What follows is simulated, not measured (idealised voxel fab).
This section sets out a process module, namely voxel spacer lines.
The figure presents cross-section cut, which has a width of 275 nm and is divided into square cells with an edge length of 5 nm.
We lay out every cross-section as a grid of square cells and spell it out in bands from the top down, where one band means one or more rows of cells.
This entry defines a band. It first specifies the height of the band's top and the height of its bottom in nm, and then specifies the band's materials from left to right, stating each material with its width in nm. The word "all across" identifies a single material that fills the band from edge to edge, while the word "blank" identifies empty space.
It should be noted that heights are counted from 0, beneath which the wafer as supplied is of one material throughout, and that the lowest band possesses no lower boundary but continues downward, as written in "0 and below".
Per-row width for "30..40": begins at first number (top row of band), ends at second number (bottom row), increment between rows held constant.
Given "identical to before" for a step, no cell of the cross-section differs between before and after that step.
"Sealed void inventory": sealed empty spaces, 8 cells or more, no open way to top, listed width x height at distance, with distance from the left edge and width, height and distance in nm.
Post-settings text on a step line: simulator's own remark regarding the step.
overlay nm: how far to the right of its planned place the mask lay on this masked step (negative: to the left).
Listed below are the process steps as planned
1) RECEIVE: material Si
2) CONFORMAL_DEP: material Al2O3, thk nm 5
3) DIRECTIONAL_DEP: material SiN, thk nm 15
4) DIRECTIONAL_DEP: material polySi, thk nm 20
5) PATTERN: tone cover, mask id MANDREL, material resist, width nm 25, pitch nm 70, thk nm 25, overlay nm 0
6) DIRECTIONAL_ETCH: etch materials polySi, depth nm 20
7) STRIP: etch materials resist
8) CONFORMAL_DEP: material SiO2, thk nm 10
9) DIRECTIONAL_ETCH: etch materials SiO2, depth nm 10
10) STRIP: etch materials polySi
11) DIRECTIONAL_ETCH: etch materials SiN, depth nm 15
12) STRIP: etch materials SiO2
The cross-section here shows the wafer as received, i.e. in its state after step 1
- 0 and below: Si all across
- Sealed void inventory: none
Final wafer profile in cross-section after the module, from the same start and plan as above, with one mistake made during processing
- 15 down to 0: blank (45), SiN (10), blank (25), SiN (10), blank (25), SiN (10), blank (25), SiN (10), blank (25), SiN (10), blank (25), SiN (10), blank (45)
- 0 and below: Si all across
- Sealed void inventory: none
Deviation noted in wafer processing: skipped: plan step 2 (never run)
